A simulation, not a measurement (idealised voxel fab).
Process module under the name voxel spacer lines
For reference, the cross-section in this document is cut, with width 225 nm and square cells of 5 nm.
In this document a cross-section is written as a grid of square cells. It is given as a series of bands, listed from the top down, and a band is one or more rows of cells. Top, bottom (nm), then materials left to right with widths (nm); lone material tagged "edge to edge" fills the whole band edge to edge; "empty" = empty space. Zero point of the height axis is 0; under it, received wafer = one material. Lowest band: continues down indefinitely, "0 down". Note: "30 to 40" means the width goes from the first number (top row of the band) to the second number (bottom row) in equal steps per row of cells. What does "remained the same" mean for a step? It means no cell of the cross-section changed in that step. Closed empty spaces (no open way to the top) of 8 cells or more are what "Enclosed void inventory" lists, each as width x height at distance from the left edge, nm for all three. Anything after a step's settings on that line? It's the simulator's own note about the step. When a step includes a mask, the "overlay nm" setting on its line states how far to the right of its planned place that mask lay, and negative values state how far to the left.

List of planned process steps:
- 1: RECEIVE: material Si
- 2: CONFORMAL_DEP: material Al2O3, thk nm 10
- 3: DIRECTIONAL_DEP: material W, thk nm 15
- 4: DIRECTIONAL_DEP: material aC, thk nm 25
- 5: PATTERN: tone cover, mask id MANDREL, material resist, width nm 25, pitch nm 80, thk nm 30, overlay nm 0
- 6: DIRECTIONAL_ETCH: etch materials aC, depth nm 25
- 7: STRIP: etch materials resist
- 8: CONFORMAL_DEP: material SiO2, thk nm 15
- 9: DIRECTIONAL_ETCH: etch materials SiO2, depth nm 15
- 10: STRIP: etch materials aC
- 11: DIRECTIONAL_ETCH: etch materials W, depth nm 15
- 12: STRIP: etch materials SiO2

Wafer at receipt (post step 1), cross-section:
  0 down | Si edge to edge
  Enclosed void inventory: none

Final wafer profile in cross-section after the module, from the same start and plan as above, with one mistake made during processing:
  20 to 10 | 5 of empty | 15 of W | 25 of empty | 15 of W | 25 of empty | 15 of W | 25 of empty | 15 of W | 25 of empty | 15 of W | 25 of empty | 15 of W | 5 of empty
  10 to 0 | Al2O3 edge to edge
  0 down | Si edge to edge
  Enclosed void inventory: none
Against the plan, the run slipped here: for step 3, the planned setting was not used; the step was instead run as DIRECTIONAL_DEP: material W, thk nm 10
